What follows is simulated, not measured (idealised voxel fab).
The following is a process module called voxel transistor to metal.
The cross-section on display is named cut; it measures 295 nm wide, and its cells are 5 nm squares.
Just so we're on the same page, the cross-sections are grids of square cells, and they're listed out in bands top to bottom, each band one or more rows deep. Each band's line starts with the height of the band's top and of its bottom, in nm. Then come its materials from left to right, each with its width in nm. One material with "edge to edge" fills the band from edge to edge. "blank" is empty space. Heights from 0 (as-received wafer is one material below). Bottom band endless downward, as "0..down". It should be noted that a width expressed as "30..40" varies in equal increments from row to row of cells within the band, taking the value of the first number at the top row and that of the second number at the bottom row. A step reported as "no modifications" is a step in which no cell of the cross-section changed. In the "Tabulated closed voids" entry, you get each enclosed empty space of 8 cells or more, one with no open way to the top, written width x height at distance, distance from the left edge, in nm. Heads up: the bit after the settings on a step's line is the simulator's remark on that step. The setting "overlay nm" may be written on the line of a step. When the step uses a mask, the value reports how far to the right of the planned place the mask lay, and a negative value reports that it lay to the left.
### Listed below are the process steps as planned
1,RECEIVE, material Si
2,OXIDIZE, depth nm 5
3,CONFORMAL_DEP, material SiN, thk nm 15
4,DIRECTIONAL_DEP, material aC, thk nm 10
5,PATTERN, tone cover, mask id ACTIVE, material resist, width nm 95, pitch nm 125, thk nm 30, overlay nm 0
6,DIRECTIONAL_ETCH, etch materials aC, depth nm 10
7,STRIP, etch materials resist
8,DIRECTIONAL_ETCH, etch materials SiN, depth nm 15
9,DIRECTIONAL_ETCH, etch materials SiO2, depth nm 5
10,DIRECTIONAL_ETCH, etch materials Si, depth nm 30
11,STRIP, etch materials aC
12,OXIDIZE, depth nm 5
13,FILL_DEP, material SiO2, thk nm 10
14,CMP, height nm 15
15,SELECTIVE_ETCH, etch materials SiO2, depth nm 10
16,STRIP, etch materials SiN
17,SELECTIVE_ETCH, etch materials SiO2, depth nm 5
18,OXIDIZE, depth nm 5
19,DIRECTIONAL_DEP, material polySi, thk nm 20
20,DIRECTIONAL_DEP, material SiCN, thk nm 10
21,PATTERN, tone cover, mask id GATE, material resist, width nm 15, pitch nm 125, thk nm 15, overlay nm 0
22,DIRECTIONAL_ETCH, etch materials SiCN, depth nm 20
23,DIRECTIONAL_ETCH, etch materials polySi, depth nm 30
24,STRIP, etch materials resist
25,CONFORMAL_DEP, material SiN, thk nm 5
26,DIRECTIONAL_ETCH, etch materials SiN, depth nm 5
27,DIRECTIONAL_ETCH, etch materials SiO2, depth nm 5
28,DIRECTIONAL_ETCH, etch materials Si, depth nm 10
29,EPI, material SiGe, thk nm 15
30,FILL_DEP, material SiO2, thk nm 5
31,CMP, height nm 25
32,DIRECTIONAL_DEP, material SiO2, thk nm 15
33,MASKED_ETCH, tone open, mask id CONTACT, width nm 25, etch materials SiO2, depth nm 45, overlay nm 0
34,CONFORMAL_DEP, material TiN, thk nm 5
35,FILL_DEP, material Ru, thk nm 5
36,CMP, height nm 40
37,DIRECTIONAL_DEP, material TiN, thk nm 5
38,DIRECTIONAL_DEP, material Ru, thk nm 15
39,MASKED_ETCH, tone cover, mask id METAL_1, width nm 15, etch materials Ru, depth nm 15, overlay nm 0
40,MASKED_ETCH, tone cover, mask id METAL_1, width nm 15, etch materials TiN, depth nm 5, overlay nm 0
41,CONFORMAL_DEP, material SiCN, thk nm 5
42,FILL_DEP, material lowk, thk nm 10
43,CMP, height nm 60
44,CONFORMAL_DEP, material SiN, thk nm 5
### First of two wafers, with the run carried out as planned
### Cross-section of the incoming wafer, state after step 1
	0..down: Si edge to edge
	Tabulated closed voids: none
### Cross-section: wafer state after step 2
	0..-5: SiO2 edge to edge
	Whatever lies below -5 is exactly as it was before.
### Cross-section: wafer state after step 3
	15..0: SiN edge to edge
	Whatever lies below 0 is exactly as it was before.
### Cross-section: wafer state after step 4
	25..15: aC edge to edge
	Whatever lies below 15 is exactly as it was before.
### Cross-section: wafer state after step 5
	55..25: blank 35 nm, then resist 95 nm, then blank 30 nm, then resist 95 nm, then blank 40 nm
	Whatever lies below 25 is exactly as it was before.
### Cross-section: wafer state after step 6
	45..25: blank 35 nm, then resist 95 nm, then blank 30 nm, then resist 95 nm, then blank 40 nm
	25..15: blank 35 nm, then aC 95 nm, then blank 30 nm, then aC 95 nm, then blank 40 nm
	Whatever lies below 15 is exactly as it was before.
### Cross-section: wafer state after step 7
	25..15: blank 35 nm, then aC 95 nm, then blank 30 nm, then aC 95 nm, then blank 40 nm
	Whatever lies below 15 is exactly as it was before.
### Cross-section: wafer state after step 8
	25..15: blank 35 nm, then aC 95 nm, then blank 30 nm, then aC 95 nm, then blank 40 nm
	15..0: blank 35 nm, then SiN 95 nm, then blank 30 nm, then SiN 95 nm, then blank 40 nm
	Whatever lies below 0 is exactly as it was before.
### Cross-section: wafer state after step 9
	25..15: blank 35 nm, then aC 95 nm, then blank 30 nm, then aC 95 nm, then blank 40 nm
	15..0: blank 35 nm, then SiN 95 nm, then blank 30 nm, then SiN 95 nm, then blank 40 nm
	0..-5: blank 35 nm, then SiO2 95 nm, then blank 30 nm, then SiO2 95 nm, then blank 40 nm
	Whatever lies below -5 is exactly as it was before.
### Cross-section: wafer state after step 10
	25..15: blank 35 nm, then aC 95 nm, then blank 30 nm, then aC 95 nm, then blank 40 nm
	15..0: blank 35 nm, then SiN 95 nm, then blank 30 nm, then SiN 95 nm, then blank 40 nm
	0..-5: blank 35 nm, then SiO2 95 nm, then blank 30 nm, then SiO2 95 nm, then blank 40 nm
	-5..-35: blank 35 nm, then Si 95 nm, then blank 30 nm, then Si 95 nm, then blank 40 nm
	Whatever lies below -35 is exactly as it was before.
### Cross-section: wafer state after step 11
	15..0: blank 35 nm, then SiN 95 nm, then blank 30 nm, then SiN 95 nm, then blank 40 nm
	Whatever lies below 0 is exactly as it was before.
### Cross-section: wafer state after step 12
	15..0: blank 35 nm, then SiN 95 nm, then blank 30 nm, then SiN 95 nm, then blank 40 nm
	0..-5: blank 35 nm, then SiO2 95 nm, then blank 30 nm, then SiO2 95 nm, then blank 40 nm
	-5..-35: blank 35 nm, then SiO2 5 nm, then Si 85 nm, then SiO2 5 nm, then blank 30 nm, then SiO2 5 nm, then Si 85 nm, then SiO2 5 nm, then blank 40 nm
	-35..-40: SiO2 40 nm, then Si 85 nm, then SiO2 40 nm, then Si 85 nm, then SiO2 45 nm
	Whatever lies below -40 is exactly as it was before.
### Cross-section: wafer state after step 13
	25..15: SiO2 edge to edge
	15..0: SiO2 35 nm, then SiN 95 nm, then SiO2 30 nm, then SiN 95 nm, then SiO2 40 nm
	0..-5: SiO2 edge to edge
	-5..-40: SiO2 40 nm, then Si 85 nm, then SiO2 40 nm, then Si 85 nm, then SiO2 45 nm
	Whatever lies below -40 is exactly as it was before.
### Cross-section: wafer state after step 14
	15..0: SiO2 35 nm, then SiN 95 nm, then SiO2 30 nm, then SiN 95 nm, then SiO2 40 nm
	Whatever lies below 0 is exactly as it was before.
### Cross-section: wafer state after step 15
	15..5: blank 35 nm, then SiN 95 nm, then blank 30 nm, then SiN 95 nm, then blank 40 nm
	Whatever lies below 5 is exactly as it was before.
### Cross-section: wafer state after step 16
	5..0: SiO2 35 nm, then blank 95 nm, then SiO2 30 nm, then blank 95 nm, then SiO2 40 nm
	Whatever lies below 0 is exactly as it was before.
### Cross-section: wafer state after step 17
	0..-5: SiO2 30 nm, then blank 105 nm, then SiO2 20 nm, then blank 105 nm, then SiO2 35 nm
	Whatever lies below -5 is exactly as it was before.
### Cross-section: wafer state after step 18
	0..-5: SiO2 30 nm, then blank 105 nm, then SiO2 20 nm, then blank 105 nm, then SiO2 35 nm
	-5..-10: SiO2 edge to edge
	Whatever lies below -10 is exactly as it was before.
### Cross-section: wafer state after step 19
	20..15: polySi 30 nm, then blank 105 nm, then polySi 20 nm, then blank 105 nm, then polySi 35 nm
	15..0: polySi edge to edge
	0..-5: SiO2 30 nm, then polySi 105 nm, then SiO2 20 nm, then polySi 105 nm, then SiO2 35 nm
	Whatever lies below -5 is exactly as it was before.
### Cross-section: wafer state after step 20
	30..25: SiCN 30 nm, then blank 105 nm, then SiCN 20 nm, then blank 105 nm, then SiCN 35 nm
	25..20: SiCN edge to edge
	20..15: polySi 30 nm, then SiCN 105 nm, then polySi 20 nm, then SiCN 105 nm, then polySi 35 nm
	Whatever lies below 15 is exactly as it was before.
### Cross-section: wafer state after step 21
	45..30: blank 75 nm, then resist 15 nm, then blank 110 nm, then resist 15 nm, then blank 80 nm
	30..25: SiCN 30 nm, then blank 45 nm, then resist 15 nm, then blank 45 nm, then SiCN 20 nm, then blank 45 nm, then resist 15 nm, then blank 45 nm, then SiCN 35 nm
	Whatever lies below 25 is exactly as it was before.
### Cross-section: wafer state after step 22
	45..25: blank 75 nm, then resist 15 nm, then blank 110 nm, then resist 15 nm, then blank 80 nm
	25..20: blank 75 nm, then SiCN 15 nm, then blank 110 nm, then SiCN 15 nm, then blank 80 nm
	20..15: polySi 30 nm, then blank 45 nm, then SiCN 15 nm, then blank 45 nm, then polySi 20 nm, then blank 45 nm, then SiCN 15 nm, then blank 45 nm, then polySi 35 nm
	Whatever lies below 15 is exactly as it was before.
### Cross-section: wafer state after step 23
	45..25: blank 75 nm, then resist 15 nm, then blank 110 nm, then resist 15 nm, then blank 80 nm
	25..15: blank 75 nm, then SiCN 15 nm, then blank 110 nm, then SiCN 15 nm, then blank 80 nm
	15..0: blank 75 nm, then polySi 15 nm, then blank 110 nm, then polySi 15 nm, then blank 80 nm
	0..-5: SiO2 30 nm, then blank 45 nm, then polySi 15 nm, then blank 45 nm, then SiO2 20 nm, then blank 45 nm, then polySi 15 nm, then blank 45 nm, then SiO2 35 nm
	Whatever lies below -5 is exactly as it was before.
### Cross-section: wafer state after step 24
	25..15: blank 75 nm, then SiCN 15 nm, then blank 110 nm, then SiCN 15 nm, then blank 80 nm
	Whatever lies below 15 is exactly as it was before.
### Cross-section: wafer state after step 25
	30..25: blank 70 nm, then SiN 25 nm, then blank 100 nm, then SiN 25 nm, then blank 75 nm
	25..15: blank 70 nm, then SiN 5 nm, then SiCN 15 nm, then SiN 5 nm, then blank 100 nm, then SiN 5 nm, then SiCN 15 nm, then SiN 5 nm, then blank 75 nm
	15..5: blank 70 nm, then SiN 5 nm, then polySi 15 nm, then SiN 5 nm, then blank 100 nm, then SiN 5 nm, then polySi 15 nm, then SiN 5 nm, then blank 75 nm
	5..0: SiN 35 nm, then blank 35 nm, then SiN 5 nm, then polySi 15 nm, then SiN 5 nm, then blank 35 nm, then SiN 30 nm, then blank 35 nm, then SiN 5 nm, then polySi 15 nm, then SiN 5 nm, then blank 35 nm, then SiN 40 nm
	0..-5: SiO2 30 nm, then SiN 45 nm, then polySi 15 nm, then SiN 45 nm, then SiO2 20 nm, then SiN 45 nm, then polySi 15 nm, then SiN 45 nm, then SiO2 35 nm
	Whatever lies below -5 is exactly as it was before.
### Cross-section: wafer state after step 26
	25..15: blank 70 nm, then SiN 5 nm, then SiCN 15 nm, then SiN 5 nm, then blank 100 nm, then SiN 5 nm, then SiCN 15 nm, then SiN 5 nm, then blank 75 nm
	15..0: blank 70 nm, then SiN 5 nm, then polySi 15 nm, then SiN 5 nm, then blank 100 nm, then SiN 5 nm, then polySi 15 nm, then SiN 5 nm, then blank 75 nm
	0..-5: SiO2 30 nm, then SiN 5 nm, then blank 35 nm, then SiN 5 nm, then polySi 15 nm, then SiN 5 nm, then blank 35 nm, then SiN 5 nm, then SiO2 20 nm, then SiN 5 nm, then blank 35 nm, then SiN 5 nm, then polySi 15 nm, then SiN 5 nm, then blank 35 nm, then SiN 5 nm, then SiO2 35 nm
	Whatever lies below -5 is exactly as it was before.
### Cross-section: wafer state after step 27
	25..15: blank 70 nm, then SiN 5 nm, then SiCN 15 nm, then SiN 5 nm, then blank 100 nm, then SiN 5 nm, then SiCN 15 nm, then SiN 5 nm, then blank 75 nm
	15..0: blank 70 nm, then SiN 5 nm, then polySi 15 nm, then SiN 5 nm, then blank 100 nm, then SiN 5 nm, then polySi 15 nm, then SiN 5 nm, then blank 75 nm
	0..-5: blank 30 nm, then SiN 5 nm, then blank 35 nm, then SiN 5 nm, then polySi 15 nm, then SiN 5 nm, then blank 35 nm, then SiN 5 nm, then blank 20 nm, then SiN 5 nm, then blank 35 nm, then SiN 5 nm, then polySi 15 nm, then SiN 5 nm, then blank 35 nm, then SiN 5 nm, then blank 35 nm
	-5..-10: SiO2 35 nm, then blank 35 nm, then SiO2 25 nm, then blank 35 nm, then SiO2 30 nm, then blank 35 nm, then SiO2 25 nm, then blank 35 nm, then SiO2 40 nm
	Whatever lies below -10 is exactly as it was before.
### Cross-section: wafer state after step 28
	25..15: blank 70 nm, then SiN 5 nm, then SiCN 15 nm, then SiN 5 nm, then blank 100 nm, then SiN 5 nm, then SiCN 15 nm, then SiN 5 nm, then blank 75 nm
	15..0: blank 70 nm, then SiN 5 nm, then polySi 15 nm, then SiN 5 nm, then blank 100 nm, then SiN 5 nm, then polySi 15 nm, then SiN 5 nm, then blank 75 nm
	0..-5: blank 30 nm, then SiN 5 nm, then blank 35 nm, then SiN 5 nm, then polySi 15 nm, then SiN 5 nm, then blank 35 nm, then SiN 5 nm, then blank 20 nm, then SiN 5 nm, then blank 35 nm, then SiN 5 nm, then polySi 15 nm, then SiN 5 nm, then blank 35 nm, then SiN 5 nm, then blank 35 nm
	-5..-10: SiO2 35 nm, then blank 35 nm, then SiO2 25 nm, then blank 35 nm, then SiO2 30 nm, then blank 35 nm, then SiO2 25 nm, then blank 35 nm, then SiO2 40 nm
	-10..-20: SiO2 40 nm, then blank 30 nm, then Si 25 nm, then blank 30 nm, then SiO2 40 nm, then blank 30 nm, then Si 25 nm, then blank 30 nm, then SiO2 45 nm
	Whatever lies below -20 is exactly as it was before.
### Cross-section: wafer state after step 29
	25..15: blank 70 nm, then SiN 5 nm, then SiCN 15 nm, then SiN 5 nm, then blank 100 nm, then SiN 5 nm, then SiCN 15 nm, then SiN 5 nm, then blank 75 nm
	15..5: blank 70 nm, then SiN 5 nm, then polySi 15 nm, then SiN 5 nm, then blank 100 nm, then SiN 5 nm, then polySi 15 nm, then SiN 5 nm, then blank 75 nm
	5..0: blank 55 nm, then SiGe 15 nm, then SiN 5 nm, then polySi 15 nm, then SiN 5 nm, then SiGe 15 nm, then blank 70 nm, then SiGe 15 nm, then SiN 5 nm, then polySi 15 nm, then SiN 5 nm, then SiGe 15 nm, then blank 60 nm
	0..-5: blank 30 nm, then SiN 5 nm, then blank 20 nm, then SiGe 15 nm, then SiN 5 nm, then polySi 15 nm, then SiN 5 nm, then SiGe 15 nm, then blank 20 nm, then SiN 5 nm, then blank 20 nm, then SiN 5 nm, then blank 20 nm, then SiGe 15 nm, then SiN 5 nm, then polySi 15 nm, then SiN 5 nm, then SiGe 15 nm, then blank 20 nm, then SiN 5 nm, then blank 35 nm
	-5..-10: SiO2 35 nm, then SiGe 35 nm, then SiO2 25 nm, then SiGe 35 nm, then SiO2 30 nm, then SiGe 35 nm, then SiO2 25 nm, then SiGe 35 nm, then SiO2 40 nm
	-10..-20: SiO2 40 nm, then SiGe 30 nm, then Si 25 nm, then SiGe 30 nm, then SiO2 40 nm, then SiGe 30 nm, then Si 25 nm, then SiGe 30 nm, then SiO2 45 nm
	Whatever lies below -20 is exactly as it was before.
### Cross-section: wafer state after step 30
	30..25: SiO2 edge to edge
	25..15: SiO2 70 nm, then SiN 5 nm, then SiCN 15 nm, then SiN 5 nm, then SiO2 100 nm, then SiN 5 nm, then SiCN 15 nm, then SiN 5 nm, then SiO2 75 nm
	15..5: SiO2 70 nm, then SiN 5 nm, then polySi 15 nm, then SiN 5 nm, then SiO2 100 nm, then SiN 5 nm, then polySi 15 nm, then SiN 5 nm, then SiO2 75 nm
	5..0: SiO2 55 nm, then SiGe 15 nm, then SiN 5 nm, then polySi 15 nm, then SiN 5 nm, then SiGe 15 nm, then SiO2 70 nm, then SiGe 15 nm, then SiN 5 nm, then polySi 15 nm, then SiN 5 nm, then SiGe 15 nm, then SiO2 60 nm
	0..-5: SiO2 30 nm, then SiN 5 nm, then SiO2 20 nm, then SiGe 15 nm, then SiN 5 nm, then polySi 15 nm, then SiN 5 nm, then SiGe 15 nm, then SiO2 20 nm, then SiN 5 nm, then SiO2 20 nm, then SiN 5 nm, then SiO2 20 nm, then SiGe 15 nm, then SiN 5 nm, then polySi 15 nm, then SiN 5 nm, then SiGe 15 nm, then SiO2 20 nm, then SiN 5 nm, then SiO2 35 nm
	Whatever lies below -5 is exactly as it was before.
### Cross-section: wafer state after step 31
	25..15: SiO2 70 nm, then SiN 5 nm, then SiCN 15 nm, then SiN 5 nm, then SiO2 100 nm, then SiN 5 nm, then SiCN 15 nm, then SiN 5 nm, then SiO2 75 nm
	Whatever lies below 15 is exactly as it was before.
### Cross-section: wafer state after step 32
	40..25: SiO2 edge to edge
	Whatever lies below 25 is exactly as it was before.
### Cross-section: wafer state after step 33
	40..25: SiO2 45 nm, then blank 25 nm, then SiO2 25 nm, then blank 25 nm, then SiO2 50 nm, then blank 25 nm, then SiO2 25 nm, then blank 25 nm, then SiO2 50 nm
	25..15: SiO2 45 nm, then blank 25 nm, then SiN 5 nm, then SiCN 15 nm, then SiN 5 nm, then blank 25 nm, then SiO2 50 nm, then blank 25 nm, then SiN 5 nm, then SiCN 15 nm, then SiN 5 nm, then blank 25 nm, then SiO2 50 nm
	15..5: SiO2 45 nm, then blank 25 nm, then SiN 5 nm, then polySi 15 nm, then SiN 5 nm, then blank 25 nm, then SiO2 50 nm, then blank 25 nm, then SiN 5 nm, then polySi 15 nm, then SiN 5 nm, then blank 25 nm, then SiO2 50 nm
	5..0: SiO2 45 nm, then blank 10 nm, then SiGe 15 nm, then SiN 5 nm, then polySi 15 nm, then SiN 5 nm, then SiGe 15 nm, then blank 10 nm, then SiO2 50 nm, then blank 10 nm, then SiGe 15 nm, then SiN 5 nm, then polySi 15 nm, then SiN 5 nm, then SiGe 15 nm, then blank 10 nm, then SiO2 50 nm
	0..-5: SiO2 30 nm, then SiN 5 nm, then SiO2 10 nm, then blank 10 nm, then SiGe 15 nm, then SiN 5 nm, then polySi 15 nm, then SiN 5 nm, then SiGe 15 nm, then blank 10 nm, then SiO2 10 nm, then SiN 5 nm, then SiO2 20 nm, then SiN 5 nm, then SiO2 10 nm, then blank 10 nm, then SiGe 15 nm, then SiN 5 nm, then polySi 15 nm, then SiN 5 nm, then SiGe 15 nm, then blank 10 nm, then SiO2 10 nm, then SiN 5 nm, then SiO2 35 nm
	Whatever lies below -5 is exactly as it was before.
### Cross-section: wafer state after step 34
	45..40: TiN 50 nm, then blank 15 nm, then TiN 35 nm, then blank 15 nm, then TiN 60 nm, then blank 15 nm, then TiN 35 nm, then blank 15 nm, then TiN 55 nm
	40..25: SiO2 45 nm, then TiN 5 nm, then blank 15 nm, then TiN 5 nm, then SiO2 25 nm, then TiN 5 nm, then blank 15 nm, then TiN 5 nm, then SiO2 50 nm, then TiN 5 nm, then blank 15 nm, then TiN 5 nm, then SiO2 25 nm, then TiN 5 nm, then blank 15 nm, then TiN 5 nm, then SiO2 50 nm
	25..15: SiO2 45 nm, then TiN 5 nm, then blank 15 nm, then TiN 5 nm, then SiN 5 nm, then SiCN 15 nm, then SiN 5 nm, then TiN 5 nm, then blank 15 nm, then TiN 5 nm, then SiO2 50 nm, then TiN 5 nm, then blank 15 nm, then TiN 5 nm, then SiN 5 nm, then SiCN 15 nm, then SiN 5 nm, then TiN 5 nm, then blank 15 nm, then TiN 5 nm, then SiO2 50 nm
	15..10: SiO2 45 nm, then TiN 5 nm, then blank 15 nm, then TiN 5 nm, then SiN 5 nm, then polySi 15 nm, then SiN 5 nm, then TiN 5 nm, then blank 15 nm, then TiN 5 nm, then SiO2 50 nm, then TiN 5 nm, then blank 15 nm, then TiN 5 nm, then SiN 5 nm, then polySi 15 nm, then SiN 5 nm, then TiN 5 nm, then blank 15 nm, then TiN 5 nm, then SiO2 50 nm
	10..5: SiO2 45 nm, then TiN 25 nm, then SiN 5 nm, then polySi 15 nm, then SiN 5 nm, then TiN 25 nm, then SiO2 50 nm, then TiN 25 nm, then SiN 5 nm, then polySi 15 nm, then SiN 5 nm, then TiN 25 nm, then SiO2 50 nm
	5..0: SiO2 45 nm, then TiN 10 nm, then SiGe 15 nm, then SiN 5 nm, then polySi 15 nm, then SiN 5 nm, then SiGe 15 nm, then TiN 10 nm, then SiO2 50 nm, then TiN 10 nm, then SiGe 15 nm, then SiN 5 nm, then polySi 15 nm, then SiN 5 nm, then SiGe 15 nm, then TiN 10 nm, then SiO2 50 nm
	0..-5: SiO2 30 nm, then SiN 5 nm, then SiO2 10 nm, then TiN 10 nm, then SiGe 15 nm, then SiN 5 nm, then polySi 15 nm, then SiN 5 nm, then SiGe 15 nm, then TiN 10 nm, then SiO2 10 nm, then SiN 5 nm, then SiO2 20 nm, then SiN 5 nm, then SiO2 10 nm, then TiN 10 nm, then SiGe 15 nm, then SiN 5 nm, then polySi 15 nm, then SiN 5 nm, then SiGe 15 nm, then TiN 10 nm, then SiO2 10 nm, then SiN 5 nm, then SiO2 35 nm
	Whatever lies below -5 is exactly as it was before.
### Cross-section: wafer state after step 35
	50..45: Ru edge to edge
	45..40: TiN 50 nm, then Ru 15 nm, then TiN 35 nm, then Ru 15 nm, then TiN 60 nm, then Ru 15 nm, then TiN 35 nm, then Ru 15 nm, then TiN 55 nm
	40..25: SiO2 45 nm, then TiN 5 nm, then Ru 15 nm, then TiN 5 nm, then SiO2 25 nm, then TiN 5 nm, then Ru 15 nm, then TiN 5 nm, then SiO2 50 nm, then TiN 5 nm, then Ru 15 nm, then TiN 5 nm, then SiO2 25 nm, then TiN 5 nm, then Ru 15 nm, then TiN 5 nm, then SiO2 50 nm
	25..15: SiO2 45 nm, then TiN 5 nm, then Ru 15 nm, then TiN 5 nm, then SiN 5 nm, then SiCN 15 nm, then SiN 5 nm, then TiN 5 nm, then Ru 15 nm, then TiN 5 nm, then SiO2 50 nm, then TiN 5 nm, then Ru 15 nm, then TiN 5 nm, then SiN 5 nm, then SiCN 15 nm, then SiN 5 nm, then TiN 5 nm, then Ru 15 nm, then TiN 5 nm, then SiO2 50 nm
	15..10: SiO2 45 nm, then TiN 5 nm, then Ru 15 nm, then TiN 5 nm, then SiN 5 nm, then polySi 15 nm, then SiN 5 nm, then TiN 5 nm, then Ru 15 nm, then TiN 5 nm, then SiO2 50 nm, then TiN 5 nm, then Ru 15 nm, then TiN 5 nm, then SiN 5 nm, then polySi 15 nm, then SiN 5 nm, then TiN 5 nm, then Ru 15 nm, then TiN 5 nm, then SiO2 50 nm
	Whatever lies below 10 is exactly as it was before.
### Cross-section: wafer state after step 36
	40..25: SiO2 45 nm, then TiN 5 nm, then Ru 15 nm, then TiN 5 nm, then SiO2 25 nm, then TiN 5 nm, then Ru 15 nm, then TiN 5 nm, then SiO2 50 nm, then TiN 5 nm, then Ru 15 nm, then TiN 5 nm, then SiO2 25 nm, then TiN 5 nm, then Ru 15 nm, then TiN 5 nm, then SiO2 50 nm
	Whatever lies below 25 is exactly as it was before.
### Cross-section: wafer state after step 37
	45..40: TiN edge to edge
	Whatever lies below 40 is exactly as it was before.
### Cross-section: wafer state after step 38
	60..45: Ru edge to edge
	Whatever lies below 45 is exactly as it was before.
### Cross-section: wafer state after step 39
	60..45: blank 45 nm, then Ru 15 nm, then blank 45 nm, then Ru 15 nm, then blank 50 nm, then Ru 15 nm, then blank 45 nm, then Ru 15 nm, then blank 50 nm
	Whatever lies below 45 is exactly as it was before.
### Cross-section: wafer state after step 40
	60..45: blank 45 nm, then Ru 15 nm, then blank 45 nm, then Ru 15 nm, then blank 50 nm, then Ru 15 nm, then blank 45 nm, then Ru 15 nm, then blank 50 nm
	45..40: blank 45 nm, then TiN 15 nm, then blank 45 nm, then TiN 15 nm, then blank 50 nm, then TiN 15 nm, then blank 45 nm, then TiN 15 nm, then blank 50 nm
	Whatever lies below 40 is exactly as it was before.
### Cross-section: wafer state after step 41
	65..60: blank 40 nm, then SiCN 25 nm, then blank 35 nm, then SiCN 25 nm, then blank 40 nm, then SiCN 25 nm, then blank 35 nm, then SiCN 25 nm, then blank 45 nm
	60..45: blank 40 nm, then SiCN 5 nm, then Ru 15 nm, then SiCN 5 nm, then blank 35 nm, then SiCN 5 nm, then Ru 15 nm, then SiCN 5 nm, then blank 40 nm, then SiCN 5 nm, then Ru 15 nm, then SiCN 5 nm, then blank 35 nm, then SiCN 5 nm, then Ru 15 nm, then SiCN 5 nm, then blank 45 nm
	45..40: SiCN 45 nm, then TiN 15 nm, then SiCN 45 nm, then TiN 15 nm, then SiCN 50 nm, then TiN 15 nm, then SiCN 45 nm, then TiN 15 nm, then SiCN 50 nm
	Whatever lies below 40 is exactly as it was before.
### Cross-section: wafer state after step 42
	75..65: lowk edge to edge
	65..60: lowk 40 nm, then SiCN 25 nm, then lowk 35 nm, then SiCN 25 nm, then lowk 40 nm, then SiCN 25 nm, then lowk 35 nm, then SiCN 25 nm, then lowk 45 nm
	60..45: lowk 40 nm, then SiCN 5 nm, then Ru 15 nm, then SiCN 5 nm, then lowk 35 nm, then SiCN 5 nm, then Ru 15 nm, then SiCN 5 nm, then lowk 40 nm, then SiCN 5 nm, then Ru 15 nm, then SiCN 5 nm, then lowk 35 nm, then SiCN 5 nm, then Ru 15 nm, then SiCN 5 nm, then lowk 45 nm
	Whatever lies below 45 is exactly as it was before.
### Cross-section: wafer state after step 43
	60..45: lowk 40 nm, then SiCN 5 nm, then Ru 15 nm, then SiCN 5 nm, then lowk 35 nm, then SiCN 5 nm, then Ru 15 nm, then SiCN 5 nm, then lowk 40 nm, then SiCN 5 nm, then Ru 15 nm, then SiCN 5 nm, then lowk 35 nm, then SiCN 5 nm, then Ru 15 nm, then SiCN 5 nm, then lowk 45 nm
	Whatever lies below 45 is exactly as it was before.
### Cross-section: wafer state after step 44
	65..60: SiN edge to edge
	Whatever lies below 60 is exactly as it was before.
### For the second wafer, take the first wafer's start and plan, then add one mistake made in running it; everything through step 39, that step included, is shared with the first
### X-section, second wafer, when step 40 was due to finish
	60..45: blank 45 nm, then Ru 15 nm, then blank 45 nm, then Ru 15 nm, then blank 50 nm, then Ru 15 nm, then blank 45 nm, then Ru 15 nm, then blank 50 nm
	45..40: blank 45 nm, then TiN 25 nm, then blank 35 nm, then TiN 25 nm, then blank 40 nm, then TiN 25 nm, then blank 35 nm, then TiN 25 nm, then blank 40 nm
	Whatever lies below 40 is exactly as it was before.
### X-section, second wafer, when step 41 was due to finish
	65..60: blank 40 nm, then SiCN 25 nm, then blank 35 nm, then SiCN 25 nm, then blank 40 nm, then SiCN 25 nm, then blank 35 nm, then SiCN 25 nm, then blank 45 nm
	60..50: blank 40 nm, then SiCN 5 nm, then Ru 15 nm, then SiCN 5 nm, then blank 35 nm, then SiCN 5 nm, then Ru 15 nm, then SiCN 5 nm, then blank 40 nm, then SiCN 5 nm, then Ru 15 nm, then SiCN 5 nm, then blank 35 nm, then SiCN 5 nm, then Ru 15 nm, then SiCN 5 nm, then blank 45 nm
	50..45: blank 40 nm, then SiCN 5 nm, then Ru 15 nm, then SiCN 15 nm, then blank 25 nm, then SiCN 5 nm, then Ru 15 nm, then SiCN 15 nm, then blank 30 nm, then SiCN 5 nm, then Ru 15 nm, then SiCN 15 nm, then blank 25 nm, then SiCN 5 nm, then Ru 15 nm, then SiCN 15 nm, then blank 35 nm
	45..40: SiCN 45 nm, then TiN 25 nm, then SiCN 35 nm, then TiN 25 nm, then SiCN 40 nm, then TiN 25 nm, then SiCN 35 nm, then TiN 25 nm, then SiCN 40 nm
	Whatever lies below 40 is exactly as it was before.
### X-section, second wafer, when step 42 was due to finish
	75..65: lowk edge to edge
	65..60: lowk 40 nm, then SiCN 25 nm, then lowk 35 nm, then SiCN 25 nm, then lowk 40 nm, then SiCN 25 nm, then lowk 35 nm, then SiCN 25 nm, then lowk 45 nm
	60..50: lowk 40 nm, then SiCN 5 nm, then Ru 15 nm, then SiCN 5 nm, then lowk 35 nm, then SiCN 5 nm, then Ru 15 nm, then SiCN 5 nm, then lowk 40 nm, then SiCN 5 nm, then Ru 15 nm, then SiCN 5 nm, then lowk 35 nm, then SiCN 5 nm, then Ru 15 nm, then SiCN 5 nm, then lowk 45 nm
	50..45: lowk 40 nm, then SiCN 5 nm, then Ru 15 nm, then SiCN 15 nm, then lowk 25 nm, then SiCN 5 nm, then Ru 15 nm, then SiCN 15 nm, then lowk 30 nm, then SiCN 5 nm, then Ru 15 nm, then SiCN 15 nm, then lowk 25 nm, then SiCN 5 nm, then Ru 15 nm, then SiCN 15 nm, then lowk 35 nm
	Whatever lies below 45 is exactly as it was before.
### X-section, second wafer, when step 43 was due to finish
	60..50: lowk 40 nm, then SiCN 5 nm, then Ru 15 nm, then SiCN 5 nm, then lowk 35 nm, then SiCN 5 nm, then Ru 15 nm, then SiCN 5 nm, then lowk 40 nm, then SiCN 5 nm, then Ru 15 nm, then SiCN 5 nm, then lowk 35 nm, then SiCN 5 nm, then Ru 15 nm, then SiCN 5 nm, then lowk 45 nm
	Whatever lies below 50 is exactly as it was before.
### X-section, second wafer, when step 44 was due to finish
	65..60: SiN edge to edge
	Whatever lies below 60 is exactly as it was before.
Error vs. plan: step 40 changed vs plan, executed as MASKED_ETCH, tone cover, mask id METAL_1, width nm 15, etch materials TiN, depth nm 5, overlay nm 10
FYI, end of process, the second wafer has more or fewer cells of some materials than the first: 8 more of TiN, 8 fewer of lowk
